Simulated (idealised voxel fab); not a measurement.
Name of the process module below: voxel fin reveal
Cross-section cut: width 255 nm, square cells of 5 nm.
A cross-section is written here as square cells arranged in a grid, and it is given in bands from the top down, each band taking up one or more rows of cells.
What a band's entry tells you: where the top is and where the bottom is, as heights in nm, and after that what lies inside, material by material from left to right, each with its width in nm. Empty space is written as the word "air", and a single material marked with the word "edge to edge" occupies the band from edge to edge.
Convention: height 0 is the level below which the wafer, as received, is all one material. The lowest band does not terminate at the bottom but continues downward, represented as "0 -> down".
Width: "30..40" (first number = top row, second number = bottom row, same change from row to row of cells).
Reading "nothing got changed" for a step: not a cell of the cross-section changed in it.
Sealed internal cavities: empty space of 8 cells or more with no open way to the top, each as width x height at its distance from the left edge, in nm
If you see something after the settings on a step's line, that's the simulator's own remark about that step.
overlay nm: for a step with a mask, the amount by which the mask lay right of where it was planned; a negative amount means left of it.

These are the steps we planned for the process:
1,RECEIVE,material Si
2,CONFORMAL_DEP,material SiN,thk nm 10
3,PATTERN,tone cover,mask id FINS,material resist,width nm 15,pitch nm 40,thk nm 15,overlay nm 0
4,DIRECTIONAL_ETCH,etch materials SiN,depth nm 10
5,DIRECTIONAL_ETCH,etch materials Si,depth nm 35
6,STRIP,etch materials resist
7,OXIDIZE,depth nm 5
8,FILL_DEP,material SiO2,thk nm 10
9,CMP,height nm 10
10,SELECTIVE_ETCH,etch materials SiO2,depth nm 20
11,STRIP,etch materials SiN

The first wafer of two, processed as planned:

Cross-section of the wafer at receipt, which is the condition after step 1:
0 -> down | Si edge to edge
Sealed internal cavities: none

The following cross-section depicts the wafer upon completion of step 2:
10 -> 0 | SiN edge to edge
Note: structure below 0 unchanged.

The following cross-section depicts the wafer upon completion of step 3:
25 -> 10 | air=80, resist=15, air=25, resist=15, air=25, resist=15, air=80
Note: structure below 10 unchanged.

The following cross-section depicts the wafer upon completion of step 4:
25 -> 10 | air=80, resist=15, air=25, resist=15, air=25, resist=15, air=80
10 -> 0 | air=80, SiN=15, air=25, SiN=15, air=25, SiN=15, air=80
Note: structure below 0 unchanged.

The following cross-section depicts the wafer upon completion of step 5:
25 -> 10 | air=80, resist=15, air=25, resist=15, air=25, resist=15, air=80
10 -> 0 | air=80, SiN=15, air=25, SiN=15, air=25, SiN=15, air=80
0 -> -35 | air=80, Si=15, air=25, Si=15, air=25, Si=15, air=80
Note: structure below -35 unchanged.

The following cross-section depicts the wafer upon completion of step 6:
10 -> 0 | air=80, SiN=15, air=25, SiN=15, air=25, SiN=15, air=80
Note: structure below 0 unchanged.

The following cross-section depicts the wafer upon completion of step 7:
10 -> 0 | air=80, SiN=15, air=25, SiN=15, air=25, SiN=15, air=80
0 -> -35 | air=80, SiO2=5, Si=5, SiO2=5, air=25, SiO2=5, Si=5, SiO2=5, air=25, SiO2=5, Si=5, SiO2=5, air=80
-35 -> -40 | SiO2=85, Si=5, SiO2=35, Si=5, SiO2=35, Si=5, SiO2=85
Note: structure below -40 unchanged.

The following cross-section depicts the wafer upon completion of step 8:
20 -> 10 | SiO2 edge to edge
10 -> 0 | SiO2=80, SiN=15, SiO2=25, SiN=15, SiO2=25, SiN=15, SiO2=80
0 -> -40 | SiO2=85, Si=5, SiO2=35, Si=5, SiO2=35, Si=5, SiO2=85
Note: structure below -40 unchanged.

The following cross-section depicts the wafer upon completion of step 9:
10 -> 0 | SiO2=80, SiN=15, SiO2=25, SiN=15, SiO2=25, SiN=15, SiO2=80
Note: structure below 0 unchanged.

The following cross-section depicts the wafer upon completion of step 10:
10 -> 0 | air=80, SiN=15, air=25, SiN=15, air=25, SiN=15, air=80
0 -> -10 | air=85, Si=5, air=35, Si=5, air=35, Si=5, air=85
Note: structure below -10 unchanged.

The following cross-section depicts the wafer upon completion of step 11:
0 -> -10 | air=85, Si=5, air=35, Si=5, air=35, Si=5, air=85
Note: structure below -10 unchanged.

Companion wafer, the second of two: same beginning, same intended sequence, one mistake in carrying it out; through step 2 inclusive it tracks the first exactly:

Cross-sectional view of the second wafer at the intended end time of process step 3:
25 -> 10 | resist=80, air=15, resist=25, air=15, resist=25, air=15, resist=80
Note: structure below 10 unchanged.

Cross-sectional view of the second wafer at the intended end time of process step 4:
25 -> 10 | resist=80, air=15, resist=25, air=15, resist=25, air=15, resist=80
10 -> 0 | SiN=80, air=15, SiN=25, air=15, SiN=25, air=15, SiN=80
Note: structure below 0 unchanged.

Cross-sectional view of the second wafer at the intended end time of process step 5:
25 -> 10 | resist=80, air=15, resist=25, air=15, resist=25, air=15, resist=80
10 -> 0 | SiN=80, air=15, SiN=25, air=15, SiN=25, air=15, SiN=80
0 -> -35 | Si=80, air=15, Si=25, air=15, Si=25, air=15, Si=80
Note: structure below -35 unchanged.

Cross-sectional view of the second wafer at the intended end time of process step 6:
10 -> 0 | SiN=80, air=15, SiN=25, air=15, SiN=25, air=15, SiN=80
Note: structure below 0 unchanged.

Cross-sectional view of the second wafer at the intended end time of process step 7:
10 -> 0 | SiN=80, air=15, SiN=25, air=15, SiN=25, air=15, SiN=80
0 -> -35 | Si=75, SiO2=5, air=15, SiO2=5, Si=15, SiO2=5, air=15, SiO2=5, Si=15, SiO2=5, air=15, SiO2=5, Si=75
-35 -> -40 | Si=75, SiO2=25, Si=15, SiO2=25, Si=15, SiO2=25, Si=75
Note: structure below -40 unchanged.

Cross-sectional view of the second wafer at the intended end time of process step 8:
20 -> 10 | SiO2 edge to edge
10 -> 0 | SiN=80, SiO2=15, SiN=25, SiO2=15, SiN=25, SiO2=15, SiN=80
0 -> -40 | Si=75, SiO2=25, Si=15, SiO2=25, Si=15, SiO2=25, Si=75
Note: structure below -40 unchanged.

Cross-sectional view of the second wafer at the intended end time of process step 9:
10 -> 0 | SiN=80, SiO2=15, SiN=25, SiO2=15, SiN=25, SiO2=15, SiN=80
Note: structure below 0 unchanged.

Cross-sectional view of the second wafer at the intended end time of process step 10:
10 -> 0 | SiN=80, air=15, SiN=25, air=15, SiN=25, air=15, SiN=80
0 -> -10 | Si=75, air=25, Si=15, air=25, Si=15, air=25, Si=75
Note: structure below -10 unchanged.

Cross-sectional view of the second wafer at the intended end time of process step 11:
0 -> -10 | Si=75, air=25, Si=15, air=25, Si=15, air=25, Si=75
Note: structure below -10 unchanged.
It is concluded that the wafer was processed incorrectly with respect to the plan, in that step 3 ran with different settings than intended, the actual operation and settings being PATTERN,tone open,mask id FINS,material resist,width nm 15,pitch nm 40,thk nm 15,overlay nm 0
In the final state, the cell counts of the second wafer exceed or fall short of those of the first for the following materials: Si: 264 more; SiO2: 198 fewer
